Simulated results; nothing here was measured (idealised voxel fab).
You're looking at the process module voxel air gaps.
In the cross-section labelled cut, the width is 170 nm and each square cell is 5 nm.
A cross-section is written here as square cells arranged in a grid, and it is given in bands from the top down, each band taking up one or more rows of cells. Band: top height; bottom height; in nm. Then, left to right: material with width in nm, for each material. "edge to edge": a single material spanning edge to edge. "empty": empty space. Below 0: as-received wafer, all one material; heights counted from there. Lowest band: no bottom, goes on down, written "0..down". The width entry "30 to 40" should be interpreted row by row: the top row of cells in the band takes the first number, the bottom row takes the second number, and the change between adjacent rows is uniform throughout. Given "nothing was modified" for a step, no cell of the cross-section differs between before and after that step. "Listed closed voids" means: voids of 8 cells or more that are shut off from the top with no open way through. Written width x height at distance, distance from the left edge, in nm. Text after the settings on a step's line: the simulator's own remark on that step. Each step line may optionally specify "overlay nm", which for a step with a mask gives the rightward distance between the mask's planned place and where it lay, a negative value indicating the leftward direction.
PROCESS STEPS - PLAN
step 1: RECEIVE,material Si
step 2: CONFORMAL_DEP,material SiO2,thk nm 15
step 3: CONFORMAL_DEP,material SiCN,thk nm 5
step 4: DIRECTIONAL_DEP,material lowk,thk nm 30
step 5: MASKED_ETCH,tone open,mask id LINES,width nm 15,pitch nm 45,etch materials lowk,depth nm 30,overlay nm 0
step 6: CONFORMAL_DEP,material TiN,thk nm 5
step 7: FILL_DEP,material Cu,thk nm 10
step 8: CMP,height nm 50
step 9: EPI,material Ru,thk nm 10
step 10: SELECTIVE_ETCH,etch materials lowk,depth nm 40
step 11: CONFORMAL_DEP,material SiCN,thk nm 5
Among the wafers covered here, the point of difference is the thk nm at step 6; their starting state is shared, and the plan presents the value of the first wafer.
THE FIRST OF SEVERAL WAFERS, AS RECEIVED AFTER STEP 1, SEEN IN SECTION
- 0..down: Si edge to edge
- Listed closed voids: none
BASICALLY EACH WAFER GETS A LINE IN THE TABLE, SHOWING IT AT THE END OF THE MODULE: MATERIAL BY MATERIAL, THE CELLS IT GAINED (+) OR LOST (-) SINCE WE GOT IT, THEN ITS CLOSED VOIDS
thk nm 5 | +15 Cu | +42 Ru | +140 SiCN | +102 SiO2 | +39 TiN | Listed closed voids: 20 x 20 at 50; 20 x 20 at 95
thk nm 10 | +42 Ru | +140 SiCN | +102 SiO2 | +54 TiN | Listed closed voids: 20 x 20 at 50; 20 x 20 at 95
thk nm 15 | +42 Ru | +140 SiCN | +102 SiO2 | +54 TiN | Listed closed voids: 20 x 20 at 50; 20 x 20 at 95
thk nm 20 | +42 Ru | +140 SiCN | +102 SiO2 | +54 TiN | Listed closed voids: 20 x 20 at 50; 20 x 20 at 95
